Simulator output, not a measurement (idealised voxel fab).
Documented hereafter: the process module known as voxel capacitor over wiring.
For reference, the cross-section in this document is cut, with width 215 nm and square cells of 5 nm.
Format of a cross-section: grid, square cells. Given as bands. Order: top down. Band: one or more rows of cells.
In this notation a band is specified by the heights of its top and bottom, in that order and in nm, after which its materials appear from left to right, each paired with its width in nm. The word "throughout" attached to a single material means that material fills the band from edge to edge; the word "empty" stands for empty space.
Height is counted from the level 0, under which the received wafer is composed throughout of one material. The lowest of the bands is not closed at the bottom but continues downward, in the notation "z 0 and below".
With a width like "30->40", each row of cells in the band differs from the next by the same amount, the top row carrying the first number and the bottom row the second.
Reading "remained the same" for a step: not a cell of the cross-section changed in it.
Closed empty spaces (no open way to the top) of 8 cells or more are what "Closed void register" lists, each as width x height at distance from the left edge, nm for all three.
Where a step's line continues beyond its settings, the continuation is a remark by the simulator itself on that step.
overlay nm: how far to the right of its planned place the mask lay on this masked step (negative: to the left).
The following list gives the planned process steps
1 RECEIVE with material Si
2 CONFORMAL_DEP with material SiO2, thk nm 15
3 CONFORMAL_DEP with material SiN, thk nm 5
4 DIRECTIONAL_DEP with material lowk, thk nm 25
5 DIRECTIONAL_DEP with material aC, thk nm 10
6 PATTERN with tone open, mask id METAL_1, material resist, width nm 25, pitch nm 75, thk nm 30, overlay nm 0
7 DIRECTIONAL_ETCH with etch materials aC, depth nm 10
8 STRIP with etch materials resist
9 DIRECTIONAL_ETCH with etch materials lowk, depth nm 25
10 DIRECTIONAL_ETCH with etch materials SiN, depth nm 5
11 STRIP with etch materials aC
12 CONFORMAL_DEP with material TiN, thk nm 5
13 FILL_DEP with material W, thk nm 10
14 CMP with height nm 45
15 EPI with material Ru, thk nm 5
16 FILL_DEP with material SiCN, thk nm 5
17 DIRECTIONAL_DEP with material SiO2, thk nm 20
18 PATTERN with tone open, mask id PLUG_1, material resist, width nm 15, thk nm 20, overlay nm 0
19 DIRECTIONAL_ETCH with etch materials SiO2, depth nm 20
20 DIRECTIONAL_ETCH with etch materials SiCN, depth nm 5
21 STRIP with etch materials resist
22 CONFORMAL_DEP with material TiN, thk nm 5
23 FILL_DEP with material Cu, thk nm 5
24 CMP with height nm 75
25 DIRECTIONAL_DEP with material TiN, thk nm 10
26 DIRECTIONAL_DEP with material HfO2, thk nm 5
27 DIRECTIONAL_DEP with material TiN, thk nm 10
28 MASKED_ETCH with tone cover, mask id UPPER_PLATE, width nm 55, etch materials TiN, depth nm 10, overlay nm 0
29 MASKED_ETCH with tone cover, mask id UPPER_PLATE, width nm 55, etch materials HfO2, depth nm 5, overlay nm 0
30 PATTERN with tone cover, mask id LOWER_PLATE, material resist, width nm 65, thk nm 20, overlay nm 0
31 DIRECTIONAL_ETCH with etch materials TiN, depth nm 10
32 STRIP with etch materials resist
33 FILL_DEP with material SiO2, thk nm 15
34 CMP with height nm 110
35 MASKED_ETCH with tone open, mask id PLUG_2, width nm 15, etch materials SiO2, depth nm 10, overlay nm 0
36 CONFORMAL_DEP with material TiN, thk nm 5
37 FILL_DEP with material Ru, thk nm 10
38 CMP with height nm 110
39 CONFORMAL_DEP with material SiN, thk nm 5
As received (post step 1): cross-section
    z 0 and below | Si throughout
    Closed void register: none
First wafer of two, sectioned at end of module; run went per plan
    z 115 to 110 | SiN throughout
    z 110 to 105 | SiO2 (75), TiN (5), Ru (5), TiN (5), SiO2 (125)
    z 105 to 100 | SiO2 (75), TiN (15), SiO2 (125)
    z 100 to 90 | SiO2 (65), TiN (55), SiO2 (95)
    z 90 to 85 | SiO2 (65), HfO2 (55), SiO2 (95)
    z 85 to 75 | SiO2 (60), TiN (65), SiO2 (90)
    z 75 to 55 | SiO2 (65), TiN (5), Cu (5), TiN (5), SiO2 (135)
    z 55 to 50 | SiCN (65), TiN (15), SiCN (135)
    z 50 to 45 | SiCN (50), Ru (35), SiCN (40), Ru (35), SiCN (55)
    z 45 to 20 | lowk (55), TiN (5), W (15), TiN (5), lowk (50), TiN (5), W (15), TiN (5), lowk (60)
    z 20 to 15 | SiN (55), TiN (25), SiN (50), TiN (25), SiN (60)
    z 15 to 0 | SiO2 throughout
    z 0 and below | Si throughout
    Closed void register: none
Here is the second of the two wafers cut open at the end of the module - same start, same plan as the first one, but we made one mistake running it
    z 115 to 110 | SiN throughout
    z 110 to 105 | SiO2 (75), TiN (5), Ru (5), TiN (5), SiO2 (125)
    z 105 to 100 | SiO2 (75), TiN (15), SiO2 (125)
    z 100 to 90 | SiO2 (60), TiN (65), SiO2 (90)
    z 90 to 85 | SiO2 (60), HfO2 (65), SiO2 (90)
    z 85 to 75 | SiO2 (60), TiN (65), SiO2 (90)
    z 75 to 55 | SiO2 (65), TiN (5), Cu (5), TiN (5), SiO2 (135)
    z 55 to 50 | SiCN (65), TiN (15), SiCN (135)
    z 50 to 45 | SiCN (50), Ru (35), SiCN (40), Ru (35), SiCN (55)
    z 45 to 20 | lowk (55), TiN (5), W (15), TiN (5), lowk (50), TiN (5), W (15), TiN (5), lowk (60)
    z 20 to 15 | SiN (55), TiN (25), SiN (50), TiN (25), SiN (60)
    z 15 to 0 | SiO2 throughout
    z 0 and below | Si throughout
    Closed void register: none
Which mistake was made when the wafer was run? step 28 deviated from plan and actually ran as MASKED_ETCH with tone cover, mask id UPPER_PLATE, width nm 65, etch materials TiN, depth nm 10, overlay nm 0
Once processing is complete, comparing cell counts shows that the second wafer has more or fewer of certain materials than the first: HfO2: 2 more; SiO2: 6 fewer; TiN: 4 more
